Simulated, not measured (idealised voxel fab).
You're looking at the process module voxel trench capacitor.
This is section cut - it's 280 nm across, gridded in 5 nm square cells.
A cross-section in this document is a grid of square cells, and it is written down as bands, the top band listed before the ones below it; a band is made up of one or more rows of cells. Band entry format. Leading values: height of top, height of bottom, nm. Remainder: materials in left-to-right order, each with its width in nm. Special words: "all across" on a single material, which then fills the band edge to edge; "empty", empty space. Height 0 is the level under which the wafer as received is all one material. The lowest band goes on downwards, as in "from 0 down". The width entry "30..40" should be interpreted row by row: the top row of cells in the band takes the first number, the bottom row takes the second number, and the change between adjacent rows is uniform throughout. Step marked "remained unchanged"? Then no cell in the cross-section changed in it. Listed in "Closed cavities": every empty space of 8 or more cells without an open way to the top. Form: width x height at distance, the distance being from the left edge, all in nm. On a step's line, text after the settings is the simulator commenting on that step. The optional step-line setting "overlay nm" applies to steps with a mask and quantifies how far to the right of its planned location the mask lay, a negative value indicating leftward placement.

THE PROCESS STEPS THAT WERE PLANNED ARE LISTED BELOW
step 1: RECEIVE | material Si
step 2: CONFORMAL_DEP | material SiN | thk nm 10
step 3: MASKED_ETCH | tone open | mask id TRENCH | width nm 20 | pitch nm 40 | etch materials SiN | depth nm 10 | overlay nm 0
step 4: MASKED_ETCH | tone open | mask id TRENCH | width nm 20 | pitch nm 40 | etch materials Si | depth nm 40 | overlay nm 0
step 5: CONFORMAL_DEP | material SiO2 | thk nm 5
step 6: FILL_DEP | material polySi | thk nm 10
step 7: CMP | height nm 10

CROSS-SECTION, INCOMING MATERIAL, AFTER STEP 1
	from 0 down: Si all across
	Closed cavities: none

SECTIONED VIEW, FIRST OF TWO WAFERS, AT THE CLOSE OF THE MODULE, PROCESSED AS INTENDED IN THE PLAN
	from 10 to 0: SiN=90, SiO2=5, polySi=10, SiO2=5, SiN=20, SiO2=5, polySi=10, SiO2=5, SiN=20, SiO2=5, polySi=10, SiO2=5, SiN=90
	from 0 to -35: Si=90, SiO2=5, polySi=10, SiO2=5, Si=20, SiO2=5, polySi=10, SiO2=5, Si=20, SiO2=5, polySi=10, SiO2=5, Si=90
	from -35 to -40: Si=90, SiO2=20, Si=20, SiO2=20, Si=20, SiO2=20, Si=90
	from -40 down: Si all across
	Closed cavities: none

SECOND WAFER THROUGH THE MODULE, SECTIONED AT THE END: SAME BEGINNING AND SAME PLAN AS THE FIRST WAFER, WITH ONE MISTAKE IN CARRYING IT OUT
	from 20 to 15: polySi all across
	from 15 to 10: SiO2=95, polySi=10, SiO2=30, polySi=10, SiO2=30, polySi=10, SiO2=95
	from 10 to 0: SiN=90, SiO2=5, polySi=10, SiO2=5, SiN=20, SiO2=5, polySi=10, SiO2=5, SiN=20, SiO2=5, polySi=10, SiO2=5, SiN=90
	from 0 to -35: Si=90, SiO2=5, polySi=10, SiO2=5, Si=20, SiO2=5, polySi=10, SiO2=5, Si=20, SiO2=5, polySi=10, SiO2=5, Si=90
	from -35 to -40: Si=90, SiO2=20, Si=20, SiO2=20, Si=20, SiO2=20, Si=90
	from -40 down: Si all across
	Closed cavities: none
What was done differently from what was planned? in deviation from the planned setting, step 7 was conducted as CMP | height nm 20
at the end the second wafer has, in cells: SiO2: 50 more; polySi: 62 more
